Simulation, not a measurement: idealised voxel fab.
The name of this process module is voxel released beams.
Pictured: cross-section cut, 140 nm wide, on a grid of 5 nm square cells.
Think of the cross-section as a grid of square cells. We describe it in bands, top to bottom, and each band covers one or more rows of those cells.
Top, bottom (nm), then materials left to right with widths (nm); lone material tagged "throughout" fills the whole band edge to edge; "blank" = empty space.
It should be noted that heights are counted from 0, beneath which the wafer as supplied is of one material throughout, and that the lowest band possesses no lower boundary but continues downward, as written in "0 nm and below".
You'd read "30->40" like this: the band's top row of cells is as wide as the first number, its bottom row is as wide as the second, and going down, every row changes width by the same amount as the row before did.
"remained the same", as given for a step, is the statement that not any cell of the cross-section underwent a change during that step.
"Closed internal cavities" lists enclosed empty spaces (at least 8 cells, no open path upward to the top), each as width x height at distance from the left edge, in nm.
On each step's line, the part that comes after the settings is the simulator's own comment on the step.
The "overlay nm" setting may appear on a step's line; for a step that uses a mask, it gives how far to the right of its planned position the mask lay, and a negative value indicates the left.

[The process steps that were planned are listed below]
1 RECEIVE: material Si
2 CONFORMAL_DEP: material Al2O3, thk nm 5
3 DIRECTIONAL_DEP: material SiO2, thk nm 15
4 PATTERN: tone open, mask id ANCHOR, material resist, width nm 30, thk nm 15, overlay nm 0
5 DIRECTIONAL_ETCH: etch materials SiO2, depth nm 15
6 STRIP: etch materials resist
7 CONFORMAL_DEP: material W, thk nm 10
8 MASKED_ETCH: tone cover, mask id BEAM, width nm 85, etch materials W, depth nm 10, overlay nm 0
9 STRIP: etch materials SiO2

[On the first of the two wafers: run conducted according to plan]

[As-received wafer cross-section (after step 1)]
- 0 nm and below | Si throughout
- Closed internal cavities: none

[Wafer section view after processing step 2]
- 5 nm to 0 nm | Al2O3 throughout
- Whatever lies below 0 is exactly as it was before.

[Wafer section view after processing step 3]
- 20 nm to 5 nm | SiO2 throughout
- Whatever lies below 5 is exactly as it was before.

[Wafer section view after processing step 4]
- 35 nm to 20 nm | resist 30 nm; blank 30 nm; resist 80 nm
- Whatever lies below 20 is exactly as it was before.

[Wafer section view after processing step 5]
- 35 nm to 20 nm | resist 30 nm; blank 30 nm; resist 80 nm
- 20 nm to 5 nm | SiO2 30 nm; blank 30 nm; SiO2 80 nm
- Whatever lies below 5 is exactly as it was before.

[Wafer section view after processing step 6]
- 20 nm to 5 nm | SiO2 30 nm; blank 30 nm; SiO2 80 nm
- Whatever lies below 5 is exactly as it was before.

[Wafer section view after processing step 7]
- 30 nm to 20 nm | W 40 nm; blank 10 nm; W 90 nm
- 20 nm to 15 nm | SiO2 30 nm; W 10 nm; blank 10 nm; W 10 nm; SiO2 80 nm
- 15 nm to 5 nm | SiO2 30 nm; W 30 nm; SiO2 80 nm
- Whatever lies below 5 is exactly as it was before.

[Wafer section view after processing step 8]
- 30 nm to 20 nm | blank 25 nm; W 15 nm; blank 10 nm; W 60 nm; blank 30 nm
- Whatever lies below 20 is exactly as it was before.

[Wafer section view after processing step 9]
- 30 nm to 20 nm | blank 25 nm; W 15 nm; blank 10 nm; W 60 nm; blank 30 nm
- 20 nm to 15 nm | blank 30 nm; W 10 nm; blank 10 nm; W 10 nm; blank 80 nm
- 15 nm to 5 nm | blank 30 nm; W 30 nm; blank 80 nm
- Whatever lies below 5 is exactly as it was before.

[Notes, second wafer: start = first wafer's, plan = first wafer's, execution had one mistake; history identical to first through step 1]

Cross-section of the second wafer at the time step 2 of the plan should have ended: remained the same

[Cross-section of the second wafer at the time step 3 of the plan should have ended]
- 15 nm to 0 nm | SiO2 throughout
- Whatever lies below 0 is exactly as it was before.

[Cross-section of the second wafer at the time step 4 of the plan should have ended]
- 30 nm to 15 nm | resist 30 nm; blank 30 nm; resist 80 nm
- Whatever lies below 15 is exactly as it was before.

[Cross-section of the second wafer at the time step 5 of the plan should have ended]
- 30 nm to 15 nm | resist 30 nm; blank 30 nm; resist 80 nm
- 15 nm to 0 nm | SiO2 30 nm; blank 30 nm; SiO2 80 nm
- Whatever lies below 0 is exactly as it was before.

[Cross-section of the second wafer at the time step 6 of the plan should have ended]
- 15 nm to 0 nm | SiO2 30 nm; blank 30 nm; SiO2 80 nm
- Whatever lies below 0 is exactly as it was before.

[Cross-section of the second wafer at the time step 7 of the plan should have ended]
- 25 nm to 15 nm | W 40 nm; blank 10 nm; W 90 nm
- 15 nm to 10 nm | SiO2 30 nm; W 10 nm; blank 10 nm; W 10 nm; SiO2 80 nm
- 10 nm to 0 nm | SiO2 30 nm; W 30 nm; SiO2 80 nm
- Whatever lies below 0 is exactly as it was before.

[Cross-section of the second wafer at the time step 8 of the plan should have ended]
- 25 nm to 15 nm | blank 25 nm; W 15 nm; blank 10 nm; W 60 nm; blank 30 nm
- Whatever lies below 15 is exactly as it was before.

[Cross-section of the second wafer at the time step 9 of the plan should have ended]
- 25 nm to 15 nm | blank 25 nm; W 15 nm; blank 10 nm; W 60 nm; blank 30 nm
- 15 nm to 10 nm | blank 30 nm; W 10 nm; blank 10 nm; W 10 nm; blank 80 nm
- 10 nm to 0 nm | blank 30 nm; W 30 nm; blank 80 nm
- Whatever lies below 0 is exactly as it was before.
Misprocessing identified: step 2 was dropped from the plan's execution and never run
Heads up, by the end the second wafer has more or fewer cells of some materials compared to the first: -28 Al2O3
